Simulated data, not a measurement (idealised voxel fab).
process module | voxel self aligned contacts
cross-section cut | 200 nm wide | cells 5 nm
A cross-section is a grid of square cells, given in bands from the top down. A band is one or more rows of cells.
Each band's line starts with the height of the band's top and of its bottom, in nm. Then come its materials from left to right, each with its width in nm. One material with "throughout" fills the band from edge to edge. "air" is empty space.
Height 0 is the level under which the wafer as received is all one material. The lowest band goes on downwards, as in "0 down".
A width such as "30 to 40" changes by the same amount from each row of cells to the next, from the band's top row to its bottom row.
"no change" after a step means that no cell of the cross-section changed.
closed voids: empty space of 8 cells or more with no open way to the top, each as width x height at its distance from the left edge, in nm
after a step's settings: what the simulator itself notes on the step
overlay nm, on a step with a mask: how far to the right of its planned place the mask lay; to the left if negative
plan
1 op RECEIVE | material Si
2 op OXIDIZE | depth nm 5
3 op DIRECTIONAL_DEP | material polySi | thk nm 30
4 op DIRECTIONAL_DEP | material SiN | thk nm 25
5 op MASKED_ETCH | tone cover | mask id GATE | width nm 25 | pitch nm 60 | etch materials SiN | depth nm 25 | overlay nm 0
6 op MASKED_ETCH | tone cover | mask id GATE | width nm 25 | pitch nm 60 | etch materials polySi | depth nm 30 | overlay nm 0
7 op CONFORMAL_DEP | material SiN | thk nm 10
8 op DIRECTIONAL_ETCH | etch materials SiN | depth nm 10
9 op FILL_DEP | material SiO2 | thk nm 15
10 op CMP | height nm 65
11 op MASKED_ETCH | tone open | mask id CONTACT | width nm 45 | pitch nm 60 | etch materials SiO2 | depth nm 70 | overlay nm 0
12 op CONFORMAL_DEP | material TiN | thk nm 5
13 op FILL_DEP | material W | thk nm 10
14 op CMP | height nm 65
15 op CONFORMAL_DEP | material SiCN | thk nm 5
first wafer, as planned
as received, after step 1
  0 down: Si throughout
  closed voids: none
after step 2
  0 to -5: SiO2 throughout
  below -5: unchanged
after step 3
  30 to 0: polySi throughout
  below 0: unchanged
after step 4
  55 to 30: SiN throughout
  below 30: unchanged
after step 5
  55 to 30: air 25 | SiN 25 | air 35 | SiN 25 | air 35 | SiN 25 | air 30
  below 30: unchanged
after step 6
  55 to 30: air 25 | SiN 25 | air 35 | SiN 25 | air 35 | SiN 25 | air 30
  30 to 0: air 25 | polySi 25 | air 35 | polySi 25 | air 35 | polySi 25 | air 30
  below 0: unchanged
after step 7
  65 to 30: air 15 | SiN 45 | air 15 | SiN 45 | air 15 | SiN 45 | air 20
  30 to 10: air 15 | SiN 10 | polySi 25 | SiN 10 | air 15 | SiN 10 | polySi 25 | SiN 10 | air 15 | SiN 10 | polySi 25 | SiN 10 | air 20
  10 to 0: SiN 25 | polySi 25 | SiN 35 | polySi 25 | SiN 35 | polySi 25 | SiN 30
  below 0: unchanged
after step 8
  55 to 30: air 15 | SiN 45 | air 15 | SiN 45 | air 15 | SiN 45 | air 20
  30 to 0: air 15 | SiN 10 | polySi 25 | SiN 10 | air 15 | SiN 10 | polySi 25 | SiN 10 | air 15 | SiN 10 | polySi 25 | SiN 10 | air 20
  below 0: unchanged
after step 9
  70 to 55: SiO2 throughout
  55 to 30: SiO2 15 | SiN 45 | SiO2 15 | SiN 45 | SiO2 15 | SiN 45 | SiO2 20
  30 to 0: SiO2 15 | SiN 10 | polySi 25 | SiN 10 | SiO2 15 | SiN 10 | polySi 25 | SiN 10 | SiO2 15 | SiN 10 | polySi 25 | SiN 10 | SiO2 20
  below 0: unchanged
after step 10
  65 to 55: SiO2 throughout
  below 55: unchanged
after step 11
  65 to 55: SiO2 45 | air 45 | SiO2 15 | air 45 | SiO2 50
  55 to 30: SiO2 15 | SiN 45 | air 15 | SiN 45 | air 15 | SiN 45 | SiO2 20
  30 to 0: SiO2 15 | SiN 10 | polySi 25 | SiN 10 | air 15 | SiN 10 | polySi 25 | SiN 10 | air 15 | SiN 10 | polySi 25 | SiN 10 | SiO2 20
  0 to -5: SiO2 60 | air 15 | SiO2 45 | air 15 | SiO2 65
  below -5: unchanged
after step 12
  70 to 65: TiN 50 | air 35 | TiN 25 | air 35 | TiN 55
  65 to 55: SiO2 45 | TiN 5 to 20 | air 35 to 5 | TiN 5 to 20 | SiO2 15 | TiN 5 to 20 | air 35 to 5 | TiN 5 to 20 | SiO2 50
  55 to 30: SiO2 15 | SiN 45 | TiN 5 | air 5 | TiN 5 | SiN 45 | TiN 5 | air 5 | TiN 5 | SiN 45 | SiO2 20
  30 to 0: SiO2 15 | SiN 10 | polySi 25 | SiN 10 | TiN 5 | air 5 | TiN 5 | SiN 10 | polySi 25 | SiN 10 | TiN 5 | air 5 | TiN 5 | SiN 10 | polySi 25 | SiN 10 | SiO2 20
  0 to -5: SiO2 60 | TiN 15 | SiO2 45 | TiN 15 | SiO2 65
  below -5: unchanged
after step 13
  80 to 70: W throughout
  70 to 65: TiN 50 | W 35 | TiN 25 | W 35 | TiN 55
  65 to 55: SiO2 45 | TiN 5 to 20 | W 35 to 5 | TiN 5 to 20 | SiO2 15 | TiN 5 to 20 | W 35 to 5 | TiN 5 to 20 | SiO2 50
  55 to 30: SiO2 15 | SiN 45 | TiN 5 | W 5 | TiN 5 | SiN 45 | TiN 5 | W 5 | TiN 5 | SiN 45 | SiO2 20
  30 to 0: SiO2 15 | SiN 10 | polySi 25 | SiN 10 | TiN 5 | W 5 | TiN 5 | SiN 10 | polySi 25 | SiN 10 | TiN 5 | W 5 | TiN 5 | SiN 10 | polySi 25 | SiN 10 | SiO2 20
  below 0: unchanged
after step 14
  65 to 55: SiO2 45 | TiN 5 to 20 | W 35 to 5 | TiN 5 to 20 | SiO2 15 | TiN 5 to 20 | W 35 to 5 | TiN 5 to 20 | SiO2 50
  below 55: unchanged
after step 15
  70 to 65: SiCN throughout
  below 65: unchanged
second wafer: like start, like plan, one mistake. Through step 4 it matches the first wafer
when step 5 should have ended
  55 to 30: SiN 25 | air 25 | SiN 35 | air 25 | SiN 35 | air 25 | SiN 30
  below 30: unchanged
when step 6 should have ended: no change
when step 7 should have ended
  65 to 40: SiN 35 | air 5 | SiN 55 | air 5 | SiN 55 | air 5 | SiN 40
  40 to 30: SiN throughout
  below 30: unchanged
when step 8 should have ended
  55 to 30: SiN 35 | air 5 | SiN 55 | air 5 | SiN 55 | air 5 | SiN 40
  below 30: unchanged
when step 9 should have ended
  70 to 55: SiO2 throughout
  55 to 30: SiN 35 | SiO2 5 | SiN 55 | SiO2 5 | SiN 55 | SiO2 5 | SiN 40
  below 30: unchanged
when step 10 should have ended
  65 to 55: SiO2 throughout
  below 55: unchanged
when step 11 should have ended
  65 to 55: SiO2 45 | air 45 | SiO2 15 | air 45 | SiO2 50
  below 55: unchanged
when step 12 should have ended
  70 to 65: TiN 50 | air 35 | TiN 25 | air 35 | TiN 55
  65 to 60: SiO2 45 | TiN 5 | air 35 | TiN 5 | SiO2 15 | TiN 5 | air 35 | TiN 5 | SiO2 50
  60 to 55: SiO2 45 | TiN 45 | SiO2 15 | TiN 45 | SiO2 50
  below 55: unchanged
when step 13 should have ended
  80 to 70: W throughout
  70 to 65: TiN 50 | W 35 | TiN 25 | W 35 | TiN 55
  65 to 60: SiO2 45 | TiN 5 | W 35 | TiN 5 | SiO2 15 | TiN 5 | W 35 | TiN 5 | SiO2 50
  below 60: unchanged
when step 14 should have ended
  65 to 60: SiO2 45 | TiN 5 | W 35 | TiN 5 | SiO2 15 | TiN 5 | W 35 | TiN 5 | SiO2 50
  below 60: unchanged
when step 15 should have ended
  70 to 65: SiCN throughout
  below 65: unchanged
what went wrong: step 5 ran as: op MASKED_ETCH | tone open | mask id GATE | width nm 25 | pitch nm 60 | etch materials SiN | depth nm 25 | overlay nm 0
at the end the second wafer has, in cells: 22 fewer of SiN | 56 fewer of SiO2 | 48 fewer of TiN | 24 fewer of W | 150 more of polySi
